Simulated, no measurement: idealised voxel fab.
process module | voxel spacer lines
cross-section cut | 255 nm wide | cells 5 nm
A cross-section is a grid of square cells, given in bands from the top down. A band is one or more rows of cells.
Each band's line starts with the height of the band's top and of its bottom, in nm. Then come its materials from left to right, each with its width in nm. One material with "throughout" fills the band from edge to edge. "air" is empty space.
Height 0 is the level under which the wafer as received is all one material. The lowest band goes on downwards, as in "0 down".
A width such as "30 to 40" changes by the same amount from each row of cells to the next, from the band's top row to its bottom row.
"no change" after a step means that no cell of the cross-section changed.
closed voids: empty space of 8 cells or more with no open way to the top, each as width x height at its distance from the left edge, in nm
after a step's settings: what the simulator itself notes on the step
overlay nm, on a step with a mask: how far to the right of its planned place the mask lay; to the left if negative
plan
1 op RECEIVE | material Si
2 op CONFORMAL_DEP | material Al2O3 | thk nm 10
3 op DIRECTIONAL_DEP | material TiN | thk nm 10
4 op DIRECTIONAL_DEP | material polySi | thk nm 30
5 op PATTERN | tone cover | mask id MANDREL | material resist | width nm 20 | pitch nm 60 | thk nm 35 | overlay nm -15
6 op DIRECTIONAL_ETCH | etch materials polySi | depth nm 30
7 op STRIP | etch materials resist
8 op CONFORMAL_DEP | material SiO2 | thk nm 10
9 op DIRECTIONAL_ETCH | etch materials SiO2 | depth nm 10
10 op STRIP | etch materials polySi
11 op DIRECTIONAL_ETCH | etch materials TiN | depth nm 10
12 op STRIP | etch materials SiO2
13 op FILL_DEP | material lowk | thk nm 5
14 op CMP | height nm 20
varied across the wafers: overlay nm of step 5. The plan shows the first wafer's value. All wafers start alike
first wafer as received, after step 1
  0 down: Si throughout
  closed voids: none
each wafer at the end: cells of each material gained (+) or lost (-) since it was received, then its closed voids
overlay nm -15 | +102 Al2O3 | +16 TiN | +86 lowk | closed voids: none
overlay nm -10 | +102 Al2O3 | +16 TiN | +86 lowk | closed voids: none
overlay nm -5 | +102 Al2O3 | +16 TiN | +86 lowk | closed voids: none
overlay nm 0 | +102 Al2O3 | +16 TiN | +86 lowk | closed voids: none
overlay nm 5 | +102 Al2O3 | +16 TiN | +86 lowk | closed voids: none
overlay nm 10 | +102 Al2O3 | +16 TiN | +86 lowk | closed voids: none
overlay nm 15 | +102 Al2O3 | +16 TiN | +86 lowk | closed voids: none
